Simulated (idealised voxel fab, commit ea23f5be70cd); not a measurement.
process module | voxel self aligned contacts
cross-section cut | 250 nm wide | cells 5 nm
A cross-section is a grid of square cells, given in bands from the top down. A band is one or more rows of cells.
Each band's line starts with the height of the band's top and of its bottom, in nm. Then come its materials from left to right, each with its width in nm. One material with "throughout" fills the band from edge to edge. "air" is empty space.
Height 0 is the level under which the wafer as received is all one material. The lowest band goes on downwards, as in "0 down".
A width such as "30 to 40" changes by the same amount from each row of cells to the next, from the band's top row to its bottom row.
"no change" after a step means that no cell of the cross-section changed.
closed voids: empty space of 8 cells or more with no open way to the top, each as width x height at its distance from the left edge, in nm
after a step's settings: what the simulator itself notes on the step
overlay nm, on a step with a mask: how far to the right of its planned place the mask lay; to the left if negative
plan
1 op RECEIVE | material Si
2 op CONFORMAL_DEP | material SiO2 | thk nm 5
3 op DIRECTIONAL_DEP | material polySi | thk nm 20
4 op DIRECTIONAL_DEP | material SiN | thk nm 20
5 op DIRECTIONAL_DEP | material aC | thk nm 15
6 op PATTERN | tone cover | mask id GATE | material resist | width nm 35 | pitch nm 70 | thk nm 35 | overlay nm 0
7 op DIRECTIONAL_ETCH | etch materials aC | depth nm 15
8 op STRIP | etch materials resist
9 op DIRECTIONAL_ETCH | etch materials SiN | depth nm 20
10 op DIRECTIONAL_ETCH | etch materials polySi | depth nm 20
11 op STRIP | etch materials aC
12 op CONFORMAL_DEP | material SiN | thk nm 5
13 op DIRECTIONAL_ETCH | etch materials SiN | depth nm 5
14 op FILL_DEP | material SiO2 | thk nm 10
15 op CMP | height nm 50
16 op DIRECTIONAL_DEP | material aC | thk nm 15
17 op PATTERN | tone open | mask id CONTACT | material resist | width nm 55 | thk nm 30 | overlay nm 0
18 op DIRECTIONAL_ETCH | etch materials aC | depth nm 15
19 op STRIP | etch materials resist
20 op DIRECTIONAL_ETCH | etch materials SiO2 | depth nm 50
21 op STRIP | etch materials aC
22 op CONFORMAL_DEP | material TiN | thk nm 5
23 op FILL_DEP | material W | thk nm 10
24 op CMP | height nm 50
25 op CONFORMAL_DEP | material SiCN | thk nm 5
as received, after step 1
  0 down: Si throughout
  closed voids: none
a wafer at the end: this start, this plan, one mistake
  55 to 50: SiCN throughout
  50 to 45: SiO2 95 | TiN 20 | W 15 | TiN 20 | SiO2 100
  45 to 25: SiO2 65 | SiN 45 | TiN 5 | W 15 | TiN 5 | SiN 45 | SiO2 70
  25 to 10: SiO2 65 | SiN 5 | polySi 35 | SiN 5 | TiN 5 | W 15 | TiN 5 | SiN 5 | polySi 35 | SiN 5 | SiO2 70
  10 to 5: SiO2 65 | SiN 5 | polySi 35 | SiN 5 | TiN 25 | SiN 5 | polySi 35 | SiN 5 | SiO2 70
  5 to 0: TiN throughout
  0 down: Si throughout
  closed voids: none
what went wrong: step 2 ran as: op CONFORMAL_DEP | material TiN | thk nm 5
